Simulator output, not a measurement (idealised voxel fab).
This section sets out a process module, namely voxel ribs on slabs.
For reference, the cross-section in this document is cut, with width 200 nm and square cells of 5 nm.
Each cross-section below is a grid of square cells, stated as bands in top-down order, with one or more rows of cells making up each band.
Read a band's entry like this: the first values are the height of its top and the height of its bottom in nm, and what follows is the sequence of materials from left to right, each with its width in nm. Note that "empty" is empty space, and that a single material marked "edge to edge" reaches across the band from edge to edge.
Heights are expressed relative to 0, this being the level below which the as-received wafer comprises one material exclusively. The lowest band is unbounded in the downward direction and is denoted as in "top 0, no bottom".
Note: "30->40" means the width goes from the first number (top row of the band) to the second number (bottom row) in equal steps per row of cells.
Where the words "all unchanged" appear for a step, the cross-section shows no cell changed by that step; every cell remained as before.
So "Enclosed internal voids" is basically the list of trapped voids: any empty space of 8 cells or more that can't reach the top through an opening. They're written width x height at distance, the distance being from the left edge, and it's all nm.
On a step's line, text after the settings is the simulator commenting on that step.
The setting "overlay nm" may be written on the line of a step. When the step uses a mask, the value reports how far to the right of the planned place the mask lay, and a negative value reports that it lay to the left.
Plan
1. RECEIVE (material Si)
2. DIRECTIONAL_DEP (material SiO2; thk nm 25)
3. DIRECTIONAL_DEP (material polySi; thk nm 15)
4. MASKED_ETCH (tone cover; mask id RIB; width nm 20; etch materials polySi; depth nm 10; overlay nm 0)
5. MASKED_ETCH (tone cover; mask id SLAB; width nm 60; etch materials polySi; depth nm 5; overlay nm 0)
6. FILL_DEP (material SiO2; thk nm 20)
7. CMP (height nm 55)
8. DIRECTIONAL_DEP (material TiN; thk nm 5)
9. PATTERN (tone cover; mask id HEATER; material resist; width nm 30; thk nm 15; overlay nm 0)
10. DIRECTIONAL_ETCH (etch materials TiN; depth nm 5)
11. STRIP (etch materials resist)
12. CONFORMAL_DEP (material SiN; thk nm 10)
First of two wafers: run as planned
Cross-section of the wafer at receipt, which is the condition after step 1
> top 0, no bottom = Si edge to edge
> Enclosed internal voids: none
Step 2 done - wafer cross-section
> top 25, bottom 0 = SiO2 edge to edge
> Note: structure below 0 unchanged.
Step 3 done - wafer cross-section
> top 40, bottom 25 = polySi edge to edge
> Note: structure below 25 unchanged.
Step 4 done - wafer cross-section
> top 40, bottom 30 = empty=90; polySi=20; empty=90
> Note: structure below 30 unchanged.
Step 5 done - wafer cross-section
> top 40, bottom 30 = empty=90; polySi=20; empty=90
> top 30, bottom 25 = empty=70; polySi=60; empty=70
> Note: structure below 25 unchanged.
Step 6 done - wafer cross-section
> top 60, bottom 40 = SiO2 edge to edge
> top 40, bottom 30 = SiO2=90; polySi=20; SiO2=90
> top 30, bottom 25 = SiO2=70; polySi=60; SiO2=70
> Note: structure below 25 unchanged.
Step 7 done - wafer cross-section
> top 55, bottom 40 = SiO2 edge to edge
> Note: structure below 40 unchanged.
Step 8 done - wafer cross-section
> top 60, bottom 55 = TiN edge to edge
> Note: structure below 55 unchanged.
Step 9 done - wafer cross-section
> top 75, bottom 60 = empty=85; resist=30; empty=85
> Note: structure below 60 unchanged.
Step 10 done - wafer cross-section
> top 75, bottom 60 = empty=85; resist=30; empty=85
> top 60, bottom 55 = empty=85; TiN=30; empty=85
> Note: structure below 55 unchanged.
Step 11 done - wafer cross-section
> top 60, bottom 55 = empty=85; TiN=30; empty=85
> Note: structure below 55 unchanged.
Step 12 done - wafer cross-section
> top 70, bottom 65 = empty=75; SiN=50; empty=75
> top 65, bottom 60 = SiN edge to edge
> top 60, bottom 55 = SiN=85; TiN=30; SiN=85
> Note: structure below 55 unchanged.
Okay, second wafer. Nothing different at the start, nothing different in the plan, just one mistake somewhere in the running. As far as step 2, counting that step, it's the first wafer all over again
Second wafer, cross-section, planned end of step 3
> top 35, bottom 25 = polySi edge to edge
> Note: structure below 25 unchanged.
Second wafer, cross-section, planned end of step 4
> top 35, bottom 25 = empty=90; polySi=20; empty=90
> Note: structure below 25 unchanged.
Second wafer, cross-section, planned end of step 5: all unchanged
Second wafer, cross-section, planned end of step 6
> top 55, bottom 35 = SiO2 edge to edge
> top 35, bottom 25 = SiO2=90; polySi=20; SiO2=90
> Note: structure below 25 unchanged.
Second wafer, cross-section, planned end of step 7: all unchanged
Second wafer, cross-section, planned end of step 8
> top 60, bottom 55 = TiN edge to edge
> Note: structure below 55 unchanged.
Second wafer, cross-section, planned end of step 9
> top 75, bottom 60 = empty=85; resist=30; empty=85
> Note: structure below 60 unchanged.
Second wafer, cross-section, planned end of step 10
> top 75, bottom 60 = empty=85; resist=30; empty=85
> top 60, bottom 55 = empty=85; TiN=30; empty=85
> Note: structure below 55 unchanged.
Second wafer, cross-section, planned end of step 11
> top 60, bottom 55 = empty=85; TiN=30; empty=85
> Note: structure below 55 unchanged.
Second wafer, cross-section, planned end of step 12
> top 70, bottom 65 = empty=75; SiN=50; empty=75
> top 65, bottom 60 = SiN edge to edge
> top 60, bottom 55 = SiN=85; TiN=30; SiN=85
> Note: structure below 55 unchanged.
The plan and the run diverged here: contrary to plan, step 3 was performed as DIRECTIONAL_DEP (material polySi; thk nm 10)
Per the end-of-run cell counts, the second wafer holds more or fewer of some materials than the first: 12 more of SiO2, 12 fewer of polySi
